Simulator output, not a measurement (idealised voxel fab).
You're looking at the process module voxel quadruple lines.
Xsec cut, 265 nm wide, square cell size 5 nm.
Cross-section spec: square-cell grid; bands listed top down; each band is one or more rows.
It is stipulated that each band's entry specify, in nanometres, the height of the top of the band and then that of its bottom, followed by the materials of the band in left-to-right sequence, each together with its width in nanometres. A single material marked by the word "full width" is understood to fill the band from edge to edge; the word "air" is understood to denote empty space.
All heights in this document are referenced to 0, defined as the level beneath which the wafer, as received, consists entirely of one material. The lowest band is not bounded below; it extends indefinitely downward and is written in the form "0..down".
Note: "30 to 40" means the width goes from the first number (top row of the band) to the second number (bottom row) in equal steps per row of cells.
Key: "no change" - step with no changed cell in the cross-section.
"Sealed cavities" enumerates empty spaces isolated from the top, with no open way to it, that contain at least 8 cells, giving each as width x height at distance from the left edge, all three in nm.
On each step's line, the part that comes after the settings is the simulator's own comment on the step.
When a step includes a mask, the "overlay nm" setting on its line states how far to the right of its planned place that mask lay, and negative values state how far to the left.
Pairs ahead. Before: cross-section ahead of one process step. After: cross-section once the step is done, shown to the lowest changed band only. Under each pair: that step, with settings. Caution: pairs may come from different runs of this module on the same starting wafer; a pair follows the pair above only where its "Pre-process cross-section" entry says so.
## Pre-process cross-section
- 0..down | Si full width
- Sealed cavities: none
## Result of Step
- 5..0 | Al2O3 full width
- below 0: unchanged
- Sealed cavities: none
The step that takes the structure from the upper cross-section to the lower one is CONFORMAL_DEP (material Al2O3; thk nm 5)
Pre-process cross-section: identical to the post-step cross-section of the immediately preceding pair.
## Result of Step
- 15..5 | W full width
- below 5: unchanged
- Sealed cavities: none
The step that takes the structure from the upper cross-section to the lower one is DIRECTIONAL_DEP (material W; thk nm 10)
Pre-process cross-section: identical to the post-step cross-section of the immediately preceding pair.
## Result of Step
- 30..15 | polySi full width
- below 15: unchanged
- Sealed cavities: none
The step that takes the structure from the upper cross-section to the lower one is DIRECTIONAL_DEP (material polySi; thk nm 15)
Pre-process cross-section: identical to the post-step cross-section of the immediately preceding pair.
## Result of Step
- 50..30 | aC full width
- below 30: unchanged
- Sealed cavities: none
The step that takes the structure from the upper cross-section to the lower one is DIRECTIONAL_DEP (material aC; thk nm 20)
Pre-process cross-section: identical to the post-step cross-section of the immediately preceding pair.
## Result of Step
- 75..50 | air (90) / resist (20) / air (40) / resist (20) / air (95)
- below 50: unchanged
- Sealed cavities: none
The step that takes the structure from the upper cross-section to the lower one is PATTERN (tone cover; mask id MANDREL; material resist; width nm 20; pitch nm 60; thk nm 25; overlay nm 0)
Pre-process cross-section: identical to the post-step cross-section of the immediately preceding pair.
## Result of Step
- 55..50 | air (90) / resist (20) / air (40) / resist (20) / air (95)
- 50..30 | air (90) / aC (20) / air (40) / aC (20) / air (95)
- below 30: unchanged
- Sealed cavities: none
The step that takes the structure from the upper cross-section to the lower one is DIRECTIONAL_ETCH (etch materials aC; depth nm 20)
Pre-process cross-section: identical to the post-step cross-section of the immediately preceding pair.
## Result of Step
- 50..30 | air (90) / aC (20) / air (40) / aC (20) / air (95)
- below 30: unchanged
- Sealed cavities: none
The step that takes the structure from the upper cross-section to the lower one is STRIP (etch materials resist)
Pre-process cross-section: identical to the post-step cross-section of the immediately preceding pair.
## Result of Step
- 60..50 | air (80) / SiO2 (40) / air (20) / SiO2 (40) / air (85)
- 50..40 | air (80) / SiO2 (10) / aC (20) / SiO2 (10) / air (20) / SiO2 (10) / aC (20) / SiO2 (10) / air (85)
- 40..30 | SiO2 (90) / aC (20) / SiO2 (40) / aC (20) / SiO2 (95)
- below 30: unchanged
- Sealed cavities: none
The step that takes the structure from the upper cross-section to the lower one is CONFORMAL_DEP (material SiO2; thk nm 10)
Pre-process cross-section: identical to the post-step cross-section of the immediately preceding pair.
## Result of Step
- 50..30 | air (80) / SiO2 (10) / aC (20) / SiO2 (10) / air (20) / SiO2 (10) / aC (20) / SiO2 (10) / air (85)
- below 30: unchanged
- Sealed cavities: none
The step that takes the structure from the upper cross-section to the lower one is DIRECTIONAL_ETCH (etch materials SiO2; depth nm 10)
Pre-process cross-section: identical to the post-step cross-section of the immediately preceding pair.
## Result of Step
- 50..30 | air (80) / SiO2 (10) / air (20) / SiO2 (10) / air (20) / SiO2 (10) / air (20) / SiO2 (10) / air (85)
- below 30: unchanged
- Sealed cavities: none
The step that takes the structure from the upper cross-section to the lower one is STRIP (etch materials aC)
Pre-process cross-section: identical to the post-step cross-section of the immediately preceding pair.
## Result of Step
- 50..30 | air (80) / SiO2 (10) / air (20) / SiO2 (10) / air (20) / SiO2 (10) / air (20) / SiO2 (10) / air (85)
- 30..15 | air (80) / polySi (10) / air (20) / polySi (10) / air (20) / polySi (10) / air (20) / polySi (10) / air (85)
- below 15: unchanged
- Sealed cavities: none
The step that takes the structure from the upper cross-section to the lower one is DIRECTIONAL_ETCH (etch materials polySi; depth nm 15)
Pre-process cross-section: identical to the post-step cross-section of the immediately preceding pair.
## Result of Step
- 30..15 | air (80) / polySi (10) / air (20) / polySi (10) / air (20) / polySi (10) / air (20) / polySi (10) / air (85)
- below 15: unchanged
- Sealed cavities: none
The step that takes the structure from the upper cross-section to the lower one is STRIP (etch materials SiO2)
Pre-process cross-section: identical to the post-step cross-section of the immediately preceding pair.
## Result of Step
- 35..30 | air (75) / SiN (20) / air (10) / SiN (20) / air (10) / SiN (20) / air (10) / SiN (20) / air (80)
- 30..20 | air (75) / SiN (5) / polySi (10) / SiN (5) / air (10) / SiN (5) / polySi (10) / SiN (5) / air (10) / SiN (5) / polySi (10) / SiN (5) / air (10) / SiN (5) / polySi (10) / SiN (5) / air (80)
- 20..15 | SiN (80) / polySi (10) / SiN (20) / polySi (10) / SiN (20) / polySi (10) / SiN (20) / polySi (10) / SiN (85)
- below 15: unchanged
- Sealed cavities: none
The step that takes the structure from the upper cross-section to the lower one is CONFORMAL_DEP (material SiN; thk nm 5)
Pre-process cross-section: identical to the post-step cross-section of the immediately preceding pair.
## Result of Step
- 30..15 | air (75) / SiN (5) / polySi (10) / SiN (5) / air (10) / SiN (5) / polySi (10) / SiN (5) / air (10) / SiN (5) / polySi (10) / SiN (5) / air (10) / SiN (5) / polySi (10) / SiN (5) / air (80)
- below 15: unchanged
- Sealed cavities: none
The step that takes the structure from the upper cross-section to the lower one is DIRECTIONAL_ETCH (etch materials SiN; depth nm 5)
Pre-process cross-section: identical to the post-step cross-section of the immediately preceding pair.
## Result of Step
- 30..15 | air (75) / SiN (5) / air (10) / SiN (5) / air (10) / SiN (5) / air (10) / SiN (5) / air (10) / SiN (5) / air (10) / SiN (5) / air (10) / SiN (5) / air (10) / SiN (5) / air (80)
- below 15: unchanged
- Sealed cavities: none
The step that takes the structure from the upper cross-section to the lower one is STRIP (etch materials polySi)
Pre-process cross-section: identical to the post-step cross-section of the immediately preceding pair.
## Result of Step
- 30..15 | air (75) / SiN (5) / air (10) / SiN (5) / air (10) / SiN (5) / air (10) / SiN (5) / air (10) / SiN (5) / air (10) / SiN (5) / air (10) / SiN (5) / air (10) / SiN (5) / air (80)
- 15..5 | air (75) / W (5) / air (10) / W (5) / air (10) / W (5) / air (10) / W (5) / air (10) / W (5) / air (10) / W (5) / air (10) / W (5) / air (10) / W (5) / air (80)
- below 5: unchanged
- Sealed cavities: none
The step that takes the structure from the upper cross-section to the lower one is DIRECTIONAL_ETCH (etch materials W; depth nm 10)
Pre-process cross-section: identical to the post-step cross-section of the immediately preceding pair.
## Result of Step
- 15..5 | air (75) / W (5) / air (10) / W (5) / air (10) / W (5) / air (10) / W (5) / air (10) / W (5) / air (10) / W (5) / air (10) / W (5) / air (10) / W (5) / air (80)
- below 5: unchanged
- Sealed cavities: none
The step that takes the structure from the upper cross-section to the lower one is STRIP (etch materials SiN)
Pre-process cross-section: identical to the post-step cross-section of the immediately preceding pair.
## Result of Step
- 25..15 | SiO2 full width
- 15..5 | SiO2 (75) / W (5) / SiO2 (10) / W (5) / SiO2 (10) / W (5) / SiO2 (10) / W (5) / SiO2 (10) / W (5) / SiO2 (10) / W (5) / SiO2 (10) / W (5) / SiO2 (10) / W (5) / SiO2 (80)
- below 5: unchanged
- Sealed cavities: none
The step that takes the structure from the upper cross-section to the lower one is FILL_DEP (material SiO2; thk nm 10)
Pre-process cross-section: identical to the post-step cross-section of the immediately preceding pair.
## Result of Step
- 15..5 | SiO2 (75) / W (5) / SiO2 (10) / W (5) / SiO2 (10) / W (5) / SiO2 (10) / W (5) / SiO2 (10) / W (5) / SiO2 (10) / W (5) / SiO2 (10) / W (5) / SiO2 (10) / W (5) / SiO2 (80)
- below 5: unchanged
- Sealed cavities: none
The step that takes the structure from the upper cross-section to the lower one is CMP (height nm 15)
## Pre-process cross-section
- 0..down | Si full width
- Sealed cavities: none
## Result of Step
- 10..0 | W full width
- below 0: unchanged
- Sealed cavities: none
The step that takes the structure from the upper cross-section to the lower one is DIRECTIONAL_DEP (material W; thk nm 10)
Pre-process cross-section: identical to the post-step cross-section of the immediately preceding pair.
## Result of Step
- 25..10 | polySi full width
- below 10: unchanged
- Sealed cavities: none
The step that takes the structure from the upper cross-section to the lower one is DIRECTIONAL_DEP (material polySi; thk nm 15)
Pre-process cross-section: identical to the post-step cross-section of the immediately preceding pair.
## Result of Step
- 45..25 | aC full width
- below 25: unchanged
- Sealed cavities: none
The step that takes the structure from the upper cross-section to the lower one is DIRECTIONAL_DEP (material aC; thk nm 20)
Pre-process cross-section: identical to the post-step cross-section of the immediately preceding pair.
## Result of Step
- 70..45 | air (90) / resist (20) / air (40) / resist (20) / air (95)
- below 45: unchanged
- Sealed cavities: none
The step that takes the structure from the upper cross-section to the lower one is PATTERN (tone cover; mask id MANDREL; material resist; width nm 20; pitch nm 60; thk nm 25; overlay nm 0)
Pre-process cross-section: identical to the post-step cross-section of the immediately preceding pair.
## Result of Step
- 50..45 | air (90) / resist (20) / air (40) / resist (20) / air (95)
- 45..25 | air (90) / aC (20) / air (40) / aC (20) / air (95)
- below 25: unchanged
- Sealed cavities: none
The step that takes the structure from the upper cross-section to the lower one is DIRECTIONAL_ETCH (etch materials aC; depth nm 20)
Pre-process cross-section: identical to the post-step cross-section of the immediately preceding pair.
## Result of Step
- 45..25 | air (90) / aC (20) / air (40) / aC (20) / air (95)
- below 25: unchanged
- Sealed cavities: none
The step that takes the structure from the upper cross-section to the lower one is STRIP (etch materials resist)
Pre-process cross-section: identical to the post-step cross-section of the immediately preceding pair.
## Result of Step
- 55..45 | air (80) / SiO2 (40) / air (20) / SiO2 (40) / air (85)
- 45..35 | air (80) / SiO2 (10) / aC (20) / SiO2 (10) / air (20) / SiO2 (10) / aC (20) / SiO2 (10) / air (85)
- 35..25 | SiO2 (90) / aC (20) / SiO2 (40) / aC (20) / SiO2 (95)
- below 25: unchanged
- Sealed cavities: none
The step that takes the structure from the upper cross-section to the lower one is CONFORMAL_DEP (material SiO2; thk nm 10)
Pre-process cross-section: identical to the post-step cross-section of the immediately preceding pair.
## Result of Step
- 45..25 | air (80) / SiO2 (10) / aC (20) / SiO2 (10) / air (20) / SiO2 (10) / aC (20) / SiO2 (10) / air (85)
- below 25: unchanged
- Sealed cavities: none
The step that takes the structure from the upper cross-section to the lower one is DIRECTIONAL_ETCH (etch materials SiO2; depth nm 10)
Pre-process cross-section: identical to the post-step cross-section of the immediately preceding pair.
## Result of Step
- 45..25 | air (80) / SiO2 (10) / air (20) / SiO2 (10) / air (20) / SiO2 (10) / air (20) / SiO2 (10) / air (85)
- below 25: unchanged
- Sealed cavities: none
The step that takes the structure from the upper cross-section to the lower one is STRIP (etch materials aC)
Pre-process cross-section: identical to the post-step cross-section of the immediately preceding pair.
## Result of Step
- 45..25 | air (80) / SiO2 (10) / air (20) / SiO2 (10) / air (20) / SiO2 (10) / air (20) / SiO2 (10) / air (85)
- 25..10 | air (80) / polySi (10) / air (20) / polySi (10) / air (20) / polySi (10) / air (20) / polySi (10) / air (85)
- below 10: unchanged
- Sealed cavities: none
The step that takes the structure from the upper cross-section to the lower one is DIRECTIONAL_ETCH (etch materials polySi; depth nm 15)
Pre-process cross-section: identical to the post-step cross-section of the immediately preceding pair.
## Result of Step
- 25..10 | air (80) / polySi (10) / air (20) / polySi (10) / air (20) / polySi (10) / air (20) / polySi (10) / air (85)
- below 10: unchanged
- Sealed cavities: none
The step that takes the structure from the upper cross-section to the lower one is STRIP (etch materials SiO2)
Pre-process cross-section: identical to the post-step cross-section of the immediately preceding pair.
## Result of Step
- 30..25 | air (75) / SiN (20) / air (10) / SiN (20) / air (10) / SiN (20) / air (10) / SiN (20) / air (80)
- 25..15 | air (75) / SiN (5) / polySi (10) / SiN (5) / air (10) / SiN (5) / polySi (10) / SiN (5) / air (10) / SiN (5) / polySi (10) / SiN (5) / air (10) / SiN (5) / polySi (10) / SiN (5) / air (80)
- 15..10 | SiN (80) / polySi (10) / SiN (20) / polySi (10) / SiN (20) / polySi (10) / SiN (20) / polySi (10) / SiN (85)
- below 10: unchanged
- Sealed cavities: none
The step that takes the structure from the upper cross-section to the lower one is CONFORMAL_DEP (material SiN; thk nm 5)
Pre-process cross-section: identical to the post-step cross-section of the immediately preceding pair.
## Result of Step
- 25..10 | air (75) / SiN (5) / polySi (10) / SiN (5) / air (10) / SiN (5) / polySi (10) / SiN (5) / air (10) / SiN (5) / polySi (10) / SiN (5) / air (10) / SiN (5) / polySi (10) / SiN (5) / air (80)
- below 10: unchanged
- Sealed cavities: none
The step that takes the structure from the upper cross-section to the lower one is DIRECTIONAL_ETCH (etch materials SiN; depth nm 5)
Pre-process cross-section: identical to the post-step cross-section of the immediately preceding pair.
## Result of Step
- 25..10 | air (75) / SiN (5) / air (10) / SiN (5) / air (10) / SiN (5) / air (10) / SiN (5) / air (10) / SiN (5) / air (10) / SiN (5) / air (10) / SiN (5) / air (10) / SiN (5) / air (80)
- below 10: unchanged
- Sealed cavities: none
The step that takes the structure from the upper cross-section to the lower one is STRIP (etch materials polySi)
Pre-process cross-section: identical to the post-step cross-section of the immediately preceding pair.
## Result of Step
- 25..10 | air (75) / SiN (5) / air (10) / SiN (5) / air (10) / SiN (5) / air (10) / SiN (5) / air (10) / SiN (5) / air (10) / SiN (5) / air (10) / SiN (5) / air (10) / SiN (5) / air (80)
- 10..0 | air (75) / W (5) / air (10) / W (5) / air (10) / W (5) / air (10) / W (5) / air (10) / W (5) / air (10) / W (5) / air (10) / W (5) / air (10) / W (5) / air (80)
- below 0: unchanged
- Sealed cavities: none
The step that takes the structure from the upper cross-section to the lower one is DIRECTIONAL_ETCH (etch materials W; depth nm 10)
Pre-process cross-section: identical to the post-step cross-section of the immediately preceding pair.
## Result of Step
- 10..0 | air (75) / W (5) / air (10) / W (5) / air (10) / W (5) / air (10) / W (5) / air (10) / W (5) / air (10) / W (5) / air (10) / W (5) / air (10) / W (5) / air (80)
- below 0: unchanged
- Sealed cavities: none
The step that takes the structure from the upper cross-section to the lower one is STRIP (etch materials SiN)
Pre-process cross-section: identical to the post-step cross-section of the immediately preceding pair.
## Result of Step
- 20..10 | SiO2 full width
- 10..0 | SiO2 (75) / W (5) / SiO2 (10) / W (5) / SiO2 (10) / W (5) / SiO2 (10) / W (5) / SiO2 (10) / W (5) / SiO2 (10) / W (5) / SiO2 (10) / W (5) / SiO2 (10) / W (5) / SiO2 (80)
- below 0: unchanged
- Sealed cavities: none
The step that takes the structure from the upper cross-section to the lower one is FILL_DEP (material SiO2; thk nm 10)
Pre-process cross-section: identical to the post-step cross-section of the immediately preceding pair.
## Result of Step
- 15..10 | SiO2 full width
- below 10: unchanged
- Sealed cavities: none
The step that takes the structure from the upper cross-section to the lower one is CMP (height nm 15)
## Pre-process cross-section
- 5..0 | Al2O3 full width
- 0..down | Si full width
- Sealed cavities: none
## Result of Step
- 20..5 | polySi full width
- below 5: unchanged
- Sealed cavities: none
The step that takes the structure from the upper cross-section to the lower one is DIRECTIONAL_DEP (material polySi; thk nm 15)
Pre-process cross-section: identical to the post-step cross-section of the immediately preceding pair.
## Result of Step
- 30..20 | W full width
- below 20: unchanged
- Sealed cavities: none
The step that takes the structure from the upper cross-section to the lower one is DIRECTIONAL_DEP (material W; thk nm 10)
Pre-process cross-section: identical to the post-step cross-section of the immediately preceding pair.
## Result of Step
- 50..30 | aC full width
- below 30: unchanged
- Sealed cavities: none
The step that takes the structure from the upper cross-section to the lower one is DIRECTIONAL_DEP (material aC; thk nm 20)
Pre-process cross-section: identical to the post-step cross-section of the immediately preceding pair.
## Result of Step
- 75..50 | air (90) / resist (20) / air (40) / resist (20) / air (95)
- below 50: unchanged
- Sealed cavities: none
The step that takes the structure from the upper cross-section to the lower one is PATTERN (tone cover; mask id MANDREL; material resist; width nm 20; pitch nm 60; thk nm 25; overlay nm 0)
Pre-process cross-section: identical to the post-step cross-section of the immediately preceding pair.
## Result of Step
- 55..50 | air (90) / resist (20) / air (40) / resist (20) / air (95)
- 50..30 | air (90) / aC (20) / air (40) / aC (20) / air (95)
- below 30: unchanged
- Sealed cavities: none
The step that takes the structure from the upper cross-section to the lower one is DIRECTIONAL_ETCH (etch materials aC; depth nm 20)
Pre-process cross-section: identical to the post-step cross-section of the immediately preceding pair.
## Result of Step
- 50..30 | air (90) / aC (20) / air (40) / aC (20) / air (95)
- below 30: unchanged
- Sealed cavities: none
The step that takes the structure from the upper cross-section to the lower one is STRIP (etch materials resist)
Pre-process cross-section: identical to the post-step cross-section of the immediately preceding pair.
## Result of Step
- 60..50 | air (80) / SiO2 (40) / air (20) / SiO2 (40) / air (85)
- 50..40 | air (80) / SiO2 (10) / aC (20) / SiO2 (10) / air (20) / SiO2 (10) / aC (20) / SiO2 (10) / air (85)
- 40..30 | SiO2 (90) / aC (20) / SiO2 (40) / aC (20) / SiO2 (95)
- below 30: unchanged
- Sealed cavities: none
The step that takes the structure from the upper cross-section to the lower one is CONFORMAL_DEP (material SiO2; thk nm 10)
Pre-process cross-section: identical to the post-step cross-section of the immediately preceding pair.
## Result of Step
- 50..30 | air (80) / SiO2 (10) / aC (20) / SiO2 (10) / air (20) / SiO2 (10) / aC (20) / SiO2 (10) / air (85)
- below 30: unchanged
- Sealed cavities: none
The step that takes the structure from the upper cross-section to the lower one is DIRECTIONAL_ETCH (etch materials SiO2; depth nm 10)
Pre-process cross-section: identical to the post-step cross-section of the immediately preceding pair.
## Result of Step
- 50..30 | air (80) / SiO2 (10) / air (20) / SiO2 (10) / air (20) / SiO2 (10) / air (20) / SiO2 (10) / air (85)
- below 30: unchanged
- Sealed cavities: none
The step that takes the structure from the upper cross-section to the lower one is STRIP (etch materials aC)
Pre-process cross-section: identical to the post-step cross-section of the immediately preceding pair.
## Result of Step
- 30..20 | W full width
- below 20: unchanged
- Sealed cavities: none
The step that takes the structure from the upper cross-section to the lower one is STRIP (etch materials SiO2)
Pre-process cross-section: identical to the post-step cross-section of the immediately preceding pair.
## Result of Step
- 35..30 | SiN full width
- below 30: unchanged
- Sealed cavities: none
The step that takes the structure from the upper cross-section to the lower one is CONFORMAL_DEP (material SiN; thk nm 5)
Pre-process cross-section: identical to the post-step cross-section of the immediately preceding pair.
## Result of Step
- 30..20 | W full width
- below 20: unchanged
- Sealed cavities: none
The step that takes the structure from the upper cross-section to the lower one is DIRECTIONAL_ETCH (etch materials SiN; depth nm 5)
Pre-process cross-section: identical to the post-step cross-section of the immediately preceding pair.
## Result of Step
- 20..5 | polySi full width
- below 5: unchanged
- Sealed cavities: none
The step that takes the structure from the upper cross-section to the lower one is DIRECTIONAL_ETCH (etch materials W; depth nm 10)
Pre-process cross-section: identical to the post-step cross-section of the immediately preceding pair.
## Result of Step
- 30..20 | SiO2 full width
- below 20: unchanged
- Sealed cavities: none
The step that takes the structure from the upper cross-section to the lower one is FILL_DEP (material SiO2; thk nm 10)
Pre-process cross-section: identical to the post-step cross-section of the immediately preceding pair.
## Result of Step
- 15..5 | polySi full width
- below 5: unchanged
- Sealed cavities: none
The step that takes the structure from the upper cross-section to the lower one is CMP (height nm 15)
## Pre-process cross-section
- 25..15 | SiO2 full width
- 15..5 | SiO2 (75) / W (5) / SiO2 (10) / W (5) / SiO2 (10) / W (5) / SiO2 (10) / W (5) / SiO2 (10) / W (5) / SiO2 (10) / W (5) / SiO2 (10) / W (5) / SiO2 (10) / W (5) / SiO2 (80)
- 5..0 | Al2O3 full width
- 0..down | Si full width
- Sealed cavities: none
## Result of Step
- 10..5 | SiO2 (75) / W (5) / SiO2 (10) / W (5) / SiO2 (10) / W (5) / SiO2 (10) / W (5) / SiO2 (10) / W (5) / SiO2 (10) / W (5) / SiO2 (10) / W (5) / SiO2 (10) / W (5) / SiO2 (80)
- below 5: unchanged
- Sealed cavities: none
The step that takes the structure from the upper cross-section to the lower one is CMP (height nm 10)
## Pre-process cross-section
- 50..30 | aC full width
- 30..15 | polySi full width
- 15..5 | W full width
- 5..0 | Al2O3 full width
- 0..down | Si full width
- Sealed cavities: none
## Result of Step
- 75..50 | air (95) / resist (15) / air (45) / resist (15) / air (95)
- below 50: unchanged
- Sealed cavities: none
The step that takes the structure from the upper cross-section to the lower one is PATTERN (tone cover; mask id MANDREL; material resist; width nm 15; pitch nm 60; thk nm 25; overlay nm 0)
Pre-process cross-section: identical to the post-step cross-section of the immediately preceding pair.
## Result of Step
- 55..50 | air (95) / resist (15) / air (45) / resist (15) / air (95)
- 50..30 | air (95) / aC (15) / air (45) / aC (15) / air (95)
- below 30: unchanged
- Sealed cavities: none
The step that takes the structure from the upper cross-section to the lower one is DIRECTIONAL_ETCH (etch materials aC; depth nm 20)
Pre-process cross-section: identical to the post-step cross-section of the immediately preceding pair.
## Result of Step
- 50..30 | air (95) / aC (15) / air (45) / aC (15) / air (95)
- below 30: unchanged
- Sealed cavities: none
The step that takes the structure from the upper cross-section to the lower one is STRIP (etch materials resist)
Pre-process cross-section: identical to the post-step cross-section of the immediately preceding pair.
## Result of Step
- 60..50 | air (85) / SiO2 (35) / air (25) / SiO2 (35) / air (85)
- 50..40 | air (85) / SiO2 (10) / aC (15) / SiO2 (10) / air (25) / SiO2 (10) / aC (15) / SiO2 (10) / air (85)
- 40..30 | SiO2 (95) / aC (15) / SiO2 (45) / aC (15) / SiO2 (95)
- below 30: unchanged
- Sealed cavities: none
The step that takes the structure from the upper cross-section to the lower one is CONFORMAL_DEP (material SiO2; thk nm 10)
Pre-process cross-section: identical to the post-step cross-section of the immediately preceding pair.
## Result of Step
- 50..30 | air (85) / SiO2 (10) / aC (15) / SiO2 (10) / air (25) / SiO2 (10) / aC (15) / SiO2 (10) / air (85)
- below 30: unchanged
- Sealed cavities: none
The step that takes the structure from the upper cross-section to the lower one is DIRECTIONAL_ETCH (etch materials SiO2; depth nm 10)
Pre-process cross-section: identical to the post-step cross-section of the immediately preceding pair.
## Result of Step
- 50..30 | air (85) / SiO2 (10) / air (15) / SiO2 (10) / air (25) / SiO2 (10) / air (15) / SiO2 (10) / air (85)
- below 30: unchanged
- Sealed cavities: none
The step that takes the structure from the upper cross-section to the lower one is STRIP (etch materials aC)
Pre-process cross-section: identical to the post-step cross-section of the immediately preceding pair.
## Result of Step
- 50..30 | air (85) / SiO2 (10) / air (15) / SiO2 (10) / air (25) / SiO2 (10) / air (15) / SiO2 (10) / air (85)
- 30..15 | air (85) / polySi (10) / air (15) / polySi (10) / air (25) / polySi (10) / air (15) / polySi (10) / air (85)
- below 15: unchanged
- Sealed cavities: none
The step that takes the structure from the upper cross-section to the lower one is DIRECTIONAL_ETCH (etch materials polySi; depth nm 15)
Pre-process cross-section: identical to the post-step cross-section of the immediately preceding pair.
## Result of Step
- 30..15 | air (85) / polySi (10) / air (15) / polySi (10) / air (25) / polySi (10) / air (15) / polySi (10) / air (85)
- below 15: unchanged
- Sealed cavities: none
The step that takes the structure from the upper cross-section to the lower one is STRIP (etch materials SiO2)
Pre-process cross-section: identical to the post-step cross-section of the immediately preceding pair.
## Result of Step
- 35..30 | air (80) / SiN (20) / air (5) / SiN (20) / air (15) / SiN (20) / air (5) / SiN (20) / air (80)
- 30..20 | air (80) / SiN (5) / polySi (10) / SiN (5) / air (5) / SiN (5) / polySi (10) / SiN (5) / air (15) / SiN (5) / polySi (10) / SiN (5) / air (5) / SiN (5) / polySi (10) / SiN (5) / air (80)
- 20..15 | SiN (85) / polySi (10) / SiN (15) / polySi (10) / SiN (25) / polySi (10) / SiN (15) / polySi (10) / SiN (85)
- below 15: unchanged
- Sealed cavities: none
The step that takes the structure from the upper cross-section to the lower one is CONFORMAL_DEP (material SiN; thk nm 5)
Pre-process cross-section: identical to the post-step cross-section of the immediately preceding pair.
## Result of Step
- 30..15 | air (80) / SiN (5) / polySi (10) / SiN (5) / air (5) / SiN (5) / polySi (10) / SiN (5) / air (15) / SiN (5) / polySi (10) / SiN (5) / air (5) / SiN (5) / polySi (10) / SiN (5) / air (80)
- below 15: unchanged
- Sealed cavities: none
The step that takes the structure from the upper cross-section to the lower one is DIRECTIONAL_ETCH (etch materials SiN; depth nm 5)
Pre-process cross-section: identical to the post-step cross-section of the immediately preceding pair.
## Result of Step
- 30..15 | air (80) / SiN (5) / air (10) / SiN (5) / air (5) / SiN (5) / air (10) / SiN (5) / air (15) / SiN (5) / air (10) / SiN (5) / air (5) / SiN (5) / air (10) / SiN (5) / air (80)
- below 15: unchanged
- Sealed cavities: none
The step that takes the structure from the upper cross-section to the lower one is STRIP (etch materials polySi)
Pre-process cross-section: identical to the post-step cross-section of the immediately preceding pair.
## Result of Step
- 30..15 | air (80) / SiN (5) / air (10) / SiN (5) / air (5) / SiN (5) / air (10) / SiN (5) / air (15) / SiN (5) / air (10) / SiN (5) / air (5) / SiN (5) / air (10) / SiN (5) / air (80)
- 15..5 | air (80) / W (5) / air (10) / W (5) / air (5) / W (5) / air (10) / W (5) / air (15) / W (5) / air (10) / W (5) / air (5) / W (5) / air (10) / W (5) / air (80)
- below 5: unchanged
- Sealed cavities: none
The step that takes the structure from the upper cross-section to the lower one is DIRECTIONAL_ETCH (etch materials W; depth nm 10)
Pre-process cross-section: identical to the post-step cross-section of the immediately preceding pair.
## Result of Step
- 15..5 | air (80) / W (5) / air (10) / W (5) / air (5) / W (5) / air (10) / W (5) / air (15) / W (5) / air (10) / W (5) / air (5) / W (5) / air (10) / W (5) / air (80)
- below 5: unchanged
- Sealed cavities: none
The step that takes the structure from the upper cross-section to the lower one is STRIP (etch materials SiN)
Pre-process cross-section: identical to the post-step cross-section of the immediately preceding pair.
## Result of Step
- 25..15 | SiO2 full width
- 15..5 | SiO2 (80) / W (5) / SiO2 (10) / W (5) / SiO2 (5) / W (5) / SiO2 (10) / W (5) / SiO2 (15) / W (5) / SiO2 (10) / W (5) / SiO2 (5) / W (5) / SiO2 (10) / W (5) / SiO2 (80)
- below 5: unchanged
- Sealed cavities: none
The step that takes the structure from the upper cross-section to the lower one is FILL_DEP (material SiO2; thk nm 10)
Pre-process cross-section: identical to the post-step cross-section of the immediately preceding pair.
## Result of Step
- 15..5 | SiO2 (80) / W (5) / SiO2 (10) / W (5) / SiO2 (5) / W (5) / SiO2 (10) / W (5) / SiO2 (15) / W (5) / SiO2 (10) / W (5) / SiO2 (5) / W (5) / SiO2 (10) / W (5) / SiO2 (80)
- below 5: unchanged
- Sealed cavities: none
The step that takes the structure from the upper cross-section to the lower one is CMP (height nm 15)
## Pre-process cross-section
- 50..30 | aC full width
- 30..15 | polySi full width
- 15..5 | W full width
- 5..0 | Al2O3 full width
- 0..down | Si full width
- Sealed cavities: none
## Result of Step
- 75..50 | air (100) / resist (20) / air (40) / resist (20) / air (85)
- below 50: unchanged
- Sealed cavities: none
The step that takes the structure from the upper cross-section to the lower one is PATTERN (tone cover; mask id MANDREL; material resist; width nm 20; pitch nm 60; thk nm 25; overlay nm 10)
Pre-process cross-section: identical to the post-step cross-section of the immediately preceding pair.
## Result of Step
- 55..50 | air (100) / resist (20) / air (40) / resist (20) / air (85)
- 50..30 | air (100) / aC (20) / air (40) / aC (20) / air (85)
- below 30: unchanged
- Sealed cavities: none
The step that takes the structure from the upper cross-section to the lower one is DIRECTIONAL_ETCH (etch materials aC; depth nm 20)
Pre-process cross-section: identical to the post-step cross-section of the immediately preceding pair.
## Result of Step
- 50..30 | air (100) / aC (20) / air (40) / aC (20) / air (85)
- below 30: unchanged
- Sealed cavities: none
The step that takes the structure from the upper cross-section to the lower one is STRIP (etch materials resist)
Pre-process cross-section: identical to the post-step cross-section of the immediately preceding pair.
## Result of Step
- 60..50 | air (90) / SiO2 (40) / air (20) / SiO2 (40) / air (75)
- 50..40 | air (90) / SiO2 (10) / aC (20) / SiO2 (10) / air (20) / SiO2 (10) / aC (20) / SiO2 (10) / air (75)
- 40..30 | SiO2 (100) / aC (20) / SiO2 (40) / aC (20) / SiO2 (85)
- below 30: unchanged
- Sealed cavities: none
The step that takes the structure from the upper cross-section to the lower one is CONFORMAL_DEP (material SiO2; thk nm 10)
Pre-process cross-section: identical to the post-step cross-section of the immediately preceding pair.
## Result of Step
- 50..30 | air (90) / SiO2 (10) / aC (20) / SiO2 (10) / air (20) / SiO2 (10) / aC (20) / SiO2 (10) / air (75)
- below 30: unchanged
- Sealed cavities: none
The step that takes the structure from the upper cross-section to the lower one is DIRECTIONAL_ETCH (etch materials SiO2; depth nm 10)
Pre-process cross-section: identical to the post-step cross-section of the immediately preceding pair.
## Result of Step
- 50..30 | air (90) / SiO2 (10) / air (20) / SiO2 (10) / air (20) / SiO2 (10) / air (20) / SiO2 (10) / air (75)
- below 30: unchanged
- Sealed cavities: none
The step that takes the structure from the upper cross-section to the lower one is STRIP (etch materials aC)
Pre-process cross-section: identical to the post-step cross-section of the immediately preceding pair.
## Result of Step
- 50..30 | air (90) / SiO2 (10) / air (20) / SiO2 (10) / air (20) / SiO2 (10) / air (20) / SiO2 (10) / air (75)
- 30..15 | air (90) / polySi (10) / air (20) / polySi (10) / air (20) / polySi (10) / air (20) / polySi (10) / air (75)
- below 15: unchanged
- Sealed cavities: none
The step that takes the structure from the upper cross-section to the lower one is DIRECTIONAL_ETCH (etch materials polySi; depth nm 15)
Pre-process cross-section: identical to the post-step cross-section of the immediately preceding pair.
## Result of Step
- 30..15 | air (90) / polySi (10) / air (20) / polySi (10) / air (20) / polySi (10) / air (20) / polySi (10) / air (75)
- below 15: unchanged
- Sealed cavities: none
The step that takes the structure from the upper cross-section to the lower one is STRIP (etch materials SiO2)
